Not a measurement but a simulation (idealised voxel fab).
Documented hereafter: the process module known as voxel gate over fins.
Shown is cross-section cut, with a width of 170 nm and square cells of size 5 nm.
Throughout this document, each cross-section is represented as a grid of square cells and is presented as a sequence of bands enumerated from the top downward, where a band comprises one or more rows of cells. Within each band entry, the heights of the top and of the bottom of the band appear first, in that order and in nm; the materials of the band then follow from left to right, each with its corresponding width in nm. The designation "edge to edge" on a single material indicates that it fills the band from edge to edge; the designation "air" indicates empty space. Height 0 is the level under which the wafer as received is all one material. The lowest band goes on downwards, as in "0..down". Width: "30..40" (first number = top row, second number = bottom row, same change from row to row of cells). "no modifications" -> step changed no cross-section cell. Enclosed voids (no open way to top), threshold 8 cells or more, entry "Encapsulated voids", notation width x height at distance, distance from left edge, nm. Read whatever lies past the settings on a step's line as the simulator's own remark about the step. "overlay nm", when on a step's line for a step with a mask, measures how far to the right of its planned place the mask lay; a negative measure means to the left.

**plan**
1. RECEIVE | material Si
2. CONFORMAL_DEP | material SiN | thk nm 5
3. DIRECTIONAL_DEP | material aC | thk nm 10
4. PATTERN | tone cover | mask id FINS | material resist | width nm 15 | pitch nm 60 | thk nm 25 | overlay nm 0
5. DIRECTIONAL_ETCH | etch materials aC | depth nm 10
6. STRIP | etch materials resist
7. DIRECTIONAL_ETCH | etch materials SiN | depth nm 5
8. DIRECTIONAL_ETCH | etch materials Si | depth nm 30
9. STRIP | etch materials aC
10. OXIDIZE | depth nm 5
11. FILL_DEP | material SiO2 | thk nm 5
12. CMP | height nm 5
13. DIRECTIONAL_DEP | material aC | thk nm 15
14. PATTERN | tone open | mask id RAIL | material resist | width nm 15 | thk nm 30 | overlay nm 0
15. DIRECTIONAL_ETCH | etch materials aC | depth nm 15
16. STRIP | etch materials resist
17. DIRECTIONAL_ETCH | etch materials SiO2 | depth nm 30
18. STRIP | etch materials aC
19. CONFORMAL_DEP | material TiN | thk nm 5
20. FILL_DEP | material W | thk nm 10
21. CMP | height nm 5
22. SELECTIVE_ETCH | etch materials W Ru TiN | depth nm 25
23. FILL_DEP | material SiO2 | thk nm 5
24. CMP | height nm 5
25. SELECTIVE_ETCH | etch materials SiO2 | depth nm 20
26. STRIP | etch materials SiN
27. CONFORMAL_DEP | material HfO2 | thk nm 5
28. CONFORMAL_DEP | material TiN | thk nm 5
29. FILL_DEP | material W | thk nm 10
30. CMP | height nm 15
31. CONFORMAL_DEP | material SiCN | thk nm 10

**As-received wafer cross-section (after step 1)**
> 0..down: Si edge to edge
> Encapsulated voids: none

**What the wafer looks like in cross-section after this module, when it starts as shown above and follows the plan above but one mistake is made in running it**
> 25..15: SiCN edge to edge
> 15..10: W edge to edge
> 10..5: 10 of W; 25 of TiN; 35 of W; 25 of TiN; 35 of W; 25 of TiN; 15 of W
> 5..0: 10 of W; 5 of TiN; 15 of HfO2; 5 of TiN; 35 of W; 5 of TiN; 15 of HfO2; 5 of TiN; 35 of W; 5 of TiN; 15 of HfO2; 5 of TiN; 15 of W
> 0..-5: 10 of W; 5 of TiN; 5 of HfO2; 5 of Si; 5 of HfO2; 5 of TiN; 35 of W; 5 of TiN; 5 of HfO2; 5 of Si; 5 of HfO2; 5 of TiN; 35 of W; 5 of TiN; 5 of HfO2; 5 of Si; 5 of HfO2; 5 of TiN; 15 of W
> -5..-10: 15 of TiN; 5 of HfO2; 5 of Si; 5 of HfO2; 45 of TiN; 5 of HfO2; 5 of Si; 5 of HfO2; 45 of TiN; 5 of HfO2; 5 of Si; 5 of HfO2; 20 of TiN
> -10..-15: 20 of HfO2; 5 of Si; 55 of HfO2; 5 of Si; 55 of HfO2; 5 of Si; 25 of HfO2
> -15..-20: 20 of SiO2; 5 of Si; 55 of SiO2; 5 of Si; 55 of SiO2; 5 of Si; 25 of SiO2
> -20..-25: 20 of SiO2; 5 of Si; 20 of SiO2; 15 of TiN; 20 of SiO2; 5 of Si; 55 of SiO2; 5 of Si; 25 of SiO2
> -25..-45: 20 of SiO2; 5 of Si; 55 of SiO2; 5 of Si; 55 of SiO2; 5 of Si; 25 of SiO2
> -45..down: Si edge to edge
> Encapsulated voids: none
Nonconformance to the process plan: not per plan at step 8, really ran DIRECTIONAL_ETCH | etch materials Si | depth nm 40
